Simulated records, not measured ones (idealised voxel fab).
Process module in this document: voxel capacitor over wiring
This is section cut - it's 210 nm across, gridded in 5 nm square cells.
When this document writes out a cross-section, it uses a grid of square cells and lists it as bands, beginning at the top and moving down, with a band standing for one or more rows of cells.
The band entry comprises the height of the band's top followed by the height of its bottom, expressed in nm, and subsequently the band's materials from left to right, each stated together with its width in nm. Where a single material is marked with the word "everywhere", that material fills the band from edge to edge. The word "empty" represents empty space.
Height is counted from the level 0, under which the received wafer is composed throughout of one material. The lowest of the bands is not closed at the bottom but continues downward, in the notation "0 and below".
Note: "30..40" means the width goes from the first number (top row of the band) to the second number (bottom row) in equal steps per row of cells.
No cell of the cross-section changed in a step that is given as "nothing got changed".
Look at "Entrapped void list" for the closed voids: empty spaces with no open path to the top, sized 8 cells or up. Each is width x height at distance, distance from the left edge, all nm.
Text after the settings on a step's line: the simulator's own remark on that step.
"overlay nm", when on a step's line for a step with a mask, measures how far to the right of its planned place the mask lay; a negative measure means to the left.

-- plan
step 1: RECEIVE | material Si
step 2: CONFORMAL_DEP | material SiO2 | thk nm 10
step 3: CONFORMAL_DEP | material SiCN | thk nm 5
step 4: DIRECTIONAL_DEP | material lowk | thk nm 25
step 5: PATTERN | tone open | mask id METAL_1 | material resist | width nm 25 | pitch nm 90 | thk nm 20 | overlay nm 0
step 6: DIRECTIONAL_ETCH | etch materials lowk | depth nm 25
step 7: DIRECTIONAL_ETCH | etch materials SiCN | depth nm 5
step 8: STRIP | etch materials resist
step 9: CONFORMAL_DEP | material TiN | thk nm 5
step 10: FILL_DEP | material Ru | thk nm 10
step 11: CMP | height nm 40
step 12: CONFORMAL_DEP | material SiCN | thk nm 5
step 13: DIRECTIONAL_DEP | material SiO2 | thk nm 20
step 14: PATTERN | tone open | mask id PLUG_1 | material resist | width nm 15 | thk nm 20 | overlay nm 0
step 15: DIRECTIONAL_ETCH | etch materials SiO2 | depth nm 20
step 16: DIRECTIONAL_ETCH | etch materials SiCN | depth nm 5
step 17: STRIP | etch materials resist
step 18: EPI | material Ru | thk nm 10
step 19: EPI | material Ru | thk nm 10
step 20: EPI | material Ru | thk nm 5
step 21: DIRECTIONAL_DEP | material TiN | thk nm 5
step 22: DIRECTIONAL_DEP | material Al2O3 | thk nm 5
step 23: DIRECTIONAL_DEP | material TiN | thk nm 5
step 24: DIRECTIONAL_DEP | material aC | thk nm 15
step 25: PATTERN | tone cover | mask id UPPER_PLATE | material resist | width nm 70 | thk nm 35 | overlay nm 0
step 26: DIRECTIONAL_ETCH | etch materials aC | depth nm 15
step 27: STRIP | etch materials resist
step 28: DIRECTIONAL_ETCH | etch materials TiN | depth nm 5
step 29: DIRECTIONAL_ETCH | etch materials Al2O3 | depth nm 5
step 30: STRIP | etch materials aC
step 31: DIRECTIONAL_DEP | material aC | thk nm 10
step 32: PATTERN | tone cover | mask id LOWER_PLATE | material resist | width nm 80 | thk nm 25 | overlay nm 0
step 33: DIRECTIONAL_ETCH | etch materials aC | depth nm 10
step 34: STRIP | etch materials resist
step 35: DIRECTIONAL_ETCH | etch materials TiN | depth nm 5
step 36: STRIP | etch materials aC
step 37: FILL_DEP | material SiO2 | thk nm 20
step 38: CMP | height nm 95
step 39: PATTERN | tone open | mask id PLUG_2 | material resist | width nm 15 | thk nm 20 | overlay nm -15
step 40: DIRECTIONAL_ETCH | etch materials SiO2 | depth nm 15
step 41: STRIP | etch materials resist
step 42: CONFORMAL_DEP | material TiN | thk nm 5
step 43: FILL_DEP | material W | thk nm 10
step 44: CMP | height nm 95
step 45: CONFORMAL_DEP | material SiN | thk nm 5
What sets these wafers apart? The overlay nm at step 39. They all start alike, and the plan carries the first wafer's value.

-- Cross-section of the first of several wafers as received (after step 1)
    0 and below: Si everywhere
    Entrapped void list: none

-- Per-wafer rows below. For each material: cells gained (+) or lost (-) since the wafer was received, as of end of module. Then: closed voids
overlay nm -15, +14 Al2O3, +45 Ru, +71 SiCN, +42 SiN, +439 SiO2, +67 TiN, +2 W, +160 lowk, Entrapped void list: none
overlay nm -10, +14 Al2O3, +45 Ru, +71 SiCN, +42 SiN, +439 SiO2, +67 TiN, +2 W, +160 lowk, Entrapped void list: none
overlay nm -5, +14 Al2O3, +45 Ru, +71 SiCN, +42 SiN, +439 SiO2, +67 TiN, +2 W, +160 lowk, Entrapped void list: none
overlay nm 0, +14 Al2O3, +45 Ru, +71 SiCN, +42 SiN, +439 SiO2, +67 TiN, +2 W, +160 lowk, Entrapped void list: none
overlay nm 5, +14 Al2O3, +45 Ru, +71 SiCN, +42 SiN, +439 SiO2, +67 TiN, +2 W, +160 lowk, Entrapped void list: none
overlay nm 10, +14 Al2O3, +45 Ru, +71 SiCN, +42 SiN, +439 SiO2, +67 TiN, +2 W, +160 lowk, Entrapped void list: none
overlay nm 15, +14 Al2O3, +45 Ru, +71 SiCN, +42 SiN, +439 SiO2, +67 TiN, +2 W, +160 lowk, Entrapped void list: none
